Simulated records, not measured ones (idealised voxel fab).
Process module, titled voxel self aligned vias
Square cell edge 5 nm, section width 260 nm, ID cut.
Cross-section spec: square-cell grid; bands listed top down; each band is one or more rows. Band entry format. Leading values: height of top, height of bottom, nm. Remainder: materials in left-to-right order, each with its width in nm. Special words: "throughout" on a single material, which then fills the band edge to edge; "air", empty space. Heights from 0 (as-received wafer is one material below). Bottom band endless downward, as "z 0 and below". A width given as "30->40" starts at the first number in the band's top row and ends at the second number in its bottom row, shifting by an equal amount at every step from row to row. Basically "nothing was modified" means that step didn't change any cell in the cross-section. You'll see "Fully closed voids" listing empty spaces that have no way open to the top, as long as they're 8 cells or more; the notation is width x height at distance, where the distance is from the left edge, and all of it is in nm. That trailing text on a step's line, after the settings, is the simulator's own remark on the step. Among the settings permitted on a step's line is "overlay nm"; applied to a step with a mask, it specifies the extent to which the mask lay to the right of its planned position, whereas a negative figure signifies a position to the left.
**Intended process steps**
1,op RECEIVE | material Si
2,op CONFORMAL_DEP | material SiO2 | thk nm 15
3,op CONFORMAL_DEP | material SiCN | thk nm 5
4,op DIRECTIONAL_DEP | material SiO2 | thk nm 30
5,op PATTERN | tone open | mask id LINES | material resist | width nm 30 | pitch nm 60 | thk nm 20 | overlay nm 0
6,op DIRECTIONAL_ETCH | etch materials SiO2 | depth nm 30
7,op STRIP | etch materials resist
8,op CONFORMAL_DEP | material TiN | thk nm 5
9,op FILL_DEP | material Ru | thk nm 10
10,op CMP | height nm 50
11,op SELECTIVE_ETCH | etch materials W Ru TiN | depth nm 5
12,op FILL_DEP | material SiN | thk nm 10
13,op CMP | height nm 50
14,op DIRECTIONAL_DEP | material SiO2 | thk nm 15
15,op MASKED_ETCH | tone open | mask id VIAS | width nm 40 | pitch nm 60 | etch materials SiO2 | depth nm 15 | overlay nm 0
16,op MASKED_ETCH | tone open | mask id VIAS | width nm 40 | pitch nm 60 | etch materials SiN | depth nm 5 | overlay nm 0
17,op CONFORMAL_DEP | material TiN | thk nm 5
18,op FILL_DEP | material W | thk nm 10
19,op CMP | height nm 65
20,op CONFORMAL_DEP | material SiCN | thk nm 5
Wafers differ in thk nm at step 17; plan lists the first wafer's value; identical starting state.
**Cut through the first of several wafers as received, post step 1**
	z 0 and below | Si throughout
	Fully closed voids: none
**Cross-sectional representation of the first of several wafers at the end of the module, i.e. after its terminal step, step 20**
	z 70 to 65 | SiCN throughout
	z 65 to 55 | 50 SiO2, then 5 TiN, then 30 W, then 5 TiN, then 20 SiO2, then 5 TiN, then 30 W, then 5 TiN, then 20 SiO2, then 5 TiN, then 30 W, then 5 TiN, then 50 SiO2
	z 55 to 50 | 50 SiO2, then 10 TiN, then 20 W, then 10 TiN, then 20 SiO2, then 10 TiN, then 20 W, then 10 TiN, then 20 SiO2, then 10 TiN, then 20 W, then 10 TiN, then 50 SiO2
	z 50 to 45 | 55 SiO2, then 30 TiN, then 30 SiO2, then 30 TiN, then 30 SiO2, then 30 TiN, then 55 SiO2
	z 45 to 25 | 55 SiO2, then 5 TiN, then 20 Ru, then 5 TiN, then 30 SiO2, then 5 TiN, then 20 Ru, then 5 TiN, then 30 SiO2, then 5 TiN, then 20 Ru, then 5 TiN, then 55 SiO2
	z 25 to 20 | 55 SiO2, then 30 TiN, then 30 SiO2, then 30 TiN, then 30 SiO2, then 30 TiN, then 55 SiO2
	z 20 to 15 | SiCN throughout
	z 15 to 0 | SiO2 throughout
	z 0 and below | Si throughout
	Fully closed voids: none
**Last wafer of the set, cross-sectioned at end of module**
	z 70 to 65 | SiCN throughout
	z 65 to 50 | 50 SiO2, then 40 TiN, then 20 SiO2, then 40 TiN, then 20 SiO2, then 40 TiN, then 50 SiO2
	z 50 to 45 | 55 SiO2, then 30 TiN, then 30 SiO2, then 30 TiN, then 30 SiO2, then 30 TiN, then 55 SiO2
	z 45 to 25 | 55 SiO2, then 5 TiN, then 20 Ru, then 5 TiN, then 30 SiO2, then 5 TiN, then 20 Ru, then 5 TiN, then 30 SiO2, then 5 TiN, then 20 Ru, then 5 TiN, then 55 SiO2
	z 25 to 20 | 55 SiO2, then 30 TiN, then 30 SiO2, then 30 TiN, then 30 SiO2, then 30 TiN, then 55 SiO2
	z 20 to 15 | SiCN throughout
	z 15 to 0 | SiO2 throughout
	z 0 and below | Si throughout
	Fully closed voids: none
**wafer rows; end of module; cells per material since receipt: (+) gained, (-) lost; then closed voids**
thk nm 5 | +48 Ru | +104 SiCN | +444 SiO2 | +84 TiN | +48 W | Fully closed voids: none
thk nm 10 | +48 Ru | +104 SiCN | +444 SiO2 | +114 TiN | +18 W | Fully closed voids: none
thk nm 15 | +48 Ru | +104 SiCN | +444 SiO2 | +132 TiN | Fully closed voids: none
thk nm 20 | +48 Ru | +104 SiCN | +444 SiO2 | +132 TiN | Fully closed voids: none
